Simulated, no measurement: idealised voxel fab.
Process module under the name voxel wiring stack
It is cross-section cut that appears here, measuring 275 nm in width, its square cells being 5 nm in size.
Square cells in a grid make up a cross-section in this document, and the grid is given as bands, listed from the top down, each one or more rows of cells. Heights first: top, then bottom, in nm. Then materials, left to right, each with a width in nm. "throughout" on a single material: fills the band edge to edge. "empty": empty space. Height is counted from the level 0, under which the received wafer is composed throughout of one material. The lowest of the bands is not closed at the bottom but continues downward, in the notation "z 0 and below". A width such as "30 to 40" changes by the same amount from each row of cells to the next, from the band's top row to its bottom row. "no alteration" means the step left every cell of the cross-section as it was. The entry titled "Entrapped void list" provides the empty spaces that have no open way to the top, restricted to those of 8 cells or more. Each is presented as width x height at distance, the distance being measured from the left edge, with all three in nm. Past the settings on a step's line: simulator remark, on that step. Steps that use a mask can have "overlay nm" on their line. It says how far the mask sat to the right of where it was meant to be. Negative means to the left.
## Process steps foreseen in the plan
1. RECEIVE: material Si
2. CONFORMAL_DEP: material SiO2, thk nm 15
3. DIRECTIONAL_DEP: material TiN, thk nm 5
4. DIRECTIONAL_DEP: material Ru, thk nm 25
5. PATTERN: tone cover, mask id METAL_1, material resist, width nm 25, pitch nm 40, thk nm 20, overlay nm 0
6. DIRECTIONAL_ETCH: etch materials Ru, depth nm 25
7. DIRECTIONAL_ETCH: etch materials TiN, depth nm 5
8. STRIP: etch materials resist
9. FILL_DEP: material lowk, thk nm 10
10. CMP: height nm 45
11. CONFORMAL_DEP: material SiCN, thk nm 5
12. DIRECTIONAL_DEP: material SiO2, thk nm 30
13. DIRECTIONAL_DEP: material aC, thk nm 10
14. PATTERN: tone open, mask id METAL_2, material resist, width nm 25, pitch nm 40, thk nm 30, overlay nm 0
15. DIRECTIONAL_ETCH: etch materials aC, depth nm 10
16. STRIP: etch materials resist
17. DIRECTIONAL_ETCH: etch materials SiO2, depth nm 20
18. STRIP: etch materials aC
19. DIRECTIONAL_DEP: material aC, thk nm 15
20. PATTERN: tone open, mask id METAL_2_HOLES, material resist, width nm 15, pitch nm 80, thk nm 35, overlay nm 0
21. DIRECTIONAL_ETCH: etch materials aC, depth nm 15
22. STRIP: etch materials resist
23. DIRECTIONAL_ETCH: etch materials SiO2, depth nm 10
24. DIRECTIONAL_ETCH: etch materials SiCN, depth nm 5
25. STRIP: etch materials aC
26. CONFORMAL_DEP: material TiN, thk nm 5
27. FILL_DEP: material Cu, thk nm 10
28. CMP: height nm 80
29. CONFORMAL_DEP: material SiCN, thk nm 5
30. DIRECTIONAL_DEP: material SiO2, thk nm 30
31. PATTERN: tone open, mask id METAL_3, material resist, width nm 15, pitch nm 40, thk nm 15, overlay nm 0
32. DIRECTIONAL_ETCH: etch materials SiO2, depth nm 20
33. STRIP: etch materials resist
34. DIRECTIONAL_DEP: material aC, thk nm 10
35. PATTERN: tone open, mask id METAL_3_HOLES, material resist, width nm 15, pitch nm 80, thk nm 25, overlay nm 0
36. DIRECTIONAL_ETCH: etch materials aC, depth nm 10
37. STRIP: etch materials resist
38. DIRECTIONAL_ETCH: etch materials SiO2, depth nm 10
39. DIRECTIONAL_ETCH: etch materials SiCN, depth nm 5
40. STRIP: etch materials aC
41. CONFORMAL_DEP: material TiN, thk nm 5
42. FILL_DEP: material Ru, thk nm 5
43. CMP: height nm 115
44. CONFORMAL_DEP: material SiCN, thk nm 5
45. DIRECTIONAL_DEP: material SiO2, thk nm 30
46. PATTERN: tone open, mask id METAL_4_HOLES, material resist, width nm 15, pitch nm 40, thk nm 20, overlay nm 0
47. DIRECTIONAL_ETCH: etch materials SiO2, depth nm 30
48. STRIP: etch materials resist
49. PATTERN: tone open, mask id METAL_4, material resist, width nm 25, pitch nm 40, thk nm 20, overlay nm 0
50. DIRECTIONAL_ETCH: etch materials SiO2, depth nm 20
51. DIRECTIONAL_ETCH: etch materials SiCN, depth nm 5
52. STRIP: etch materials resist
53. CONFORMAL_DEP: material TiN, thk nm 5
54. FILL_DEP: material Cu, thk nm 5
55. CMP: height nm 150
56. CONFORMAL_DEP: material SiCN, thk nm 5
Where the wafers of this document differ is in the width nm of step 31; they start out the same, and the plan states the value that applied to the first wafer.
## First of several wafers (as received, post step 1), cross-sectional view
    z 0 and below  Si throughout
    Entrapped void list: none
## Below is a per-wafer table. In it, each row describes the wafer at the end of the module by giving, for each material, the number of cells gained (+) or lost (-) since the wafer was received, and after that the closed voids of the wafer
width nm 15 | +69 Cu | +86 Ru | +201 SiCN | +957 SiO2 | +152 TiN | +240 lowk | Entrapped void list: none
width nm 20 | +69 Cu | +95 Ru | +201 SiCN | +945 SiO2 | +155 TiN | +240 lowk | Entrapped void list: none
width nm 25 | +69 Cu | +108 Ru | +199 SiCN | +933 SiO2 | +156 TiN | +240 lowk | Entrapped void list: none
